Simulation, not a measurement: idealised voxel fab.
process module | voxel lift off
cross-section cut | 280 nm wide | cells 5 nm
A cross-section is a grid of square cells, given in bands from the top down. A band is one or more rows of cells.
Each band's line starts with the height of the band's top and of its bottom, in nm. Then come its materials from left to right, each with its width in nm. One material with "throughout" fills the band from edge to edge. "air" is empty space.
Height 0 is the level under which the wafer as received is all one material. The lowest band goes on downwards, as in "0 down".
A width such as "30 to 40" changes by the same amount from each row of cells to the next, from the band's top row to its bottom row.
"no change" after a step means that no cell of the cross-section changed.
closed voids: empty space of 8 cells or more with no open way to the top, each as width x height at its distance from the left edge, in nm
after a step's settings: what the simulator itself notes on the step
overlay nm, on a step with a mask: how far to the right of its planned place the mask lay; to the left if negative
plan
1 op RECEIVE | material Si
2 op CONFORMAL_DEP | material SiN | thk nm 10
3 op PATTERN | tone open | mask id LINES | material resist | width nm 15 | pitch nm 35 | thk nm 25 | overlay nm 0
4 op DIRECTIONAL_DEP | material Ru | thk nm 10
5 op STRIP | etch materials resist
6 op CONFORMAL_DEP | material SiO2 | thk nm 5
as received, after step 1
  0 down: Si throughout
  closed voids: none
first wafer at the end, as planned
  25 to 20: air 75 | SiO2 25 | air 10 | SiO2 25 | air 10 | SiO2 25 | air 10 | SiO2 25 | air 75
  20 to 15: air 75 | SiO2 5 | Ru 15 | SiO2 5 | air 10 | SiO2 5 | Ru 15 | SiO2 5 | air 10 | SiO2 5 | Ru 15 | SiO2 5 | air 10 | SiO2 5 | Ru 15 | SiO2 5 | air 75
  15 to 10: SiO2 80 | Ru 15 | SiO2 20 | Ru 15 | SiO2 20 | Ru 15 | SiO2 20 | Ru 15 | SiO2 80
  10 to 0: SiN throughout
  0 down: Si throughout
  closed voids: none
second wafer at the end: like start, like plan, one mistake
  25 to 20: air 80 | SiO2 25 | air 10 | SiO2 25 | air 10 | SiO2 25 | air 10 | SiO2 25 | air 70
  20 to 15: air 80 | SiO2 5 | Ru 15 | SiO2 5 | air 10 | SiO2 5 | Ru 15 | SiO2 5 | air 10 | SiO2 5 | Ru 15 | SiO2 5 | air 10 | SiO2 5 | Ru 15 | SiO2 5 | air 70
  15 to 10: SiO2 85 | Ru 15 | SiO2 20 | Ru 15 | SiO2 20 | Ru 15 | SiO2 20 | Ru 15 | SiO2 75
  10 to 0: SiN throughout
  0 down: Si throughout
  closed voids: none
what went wrong: step 3 ran as: op PATTERN | tone open | mask id LINES | material resist | width nm 15 | pitch nm 35 | thk nm 25 | overlay nm 5
at the end the second wafer has, in cells: as many of each material as the first, in other places
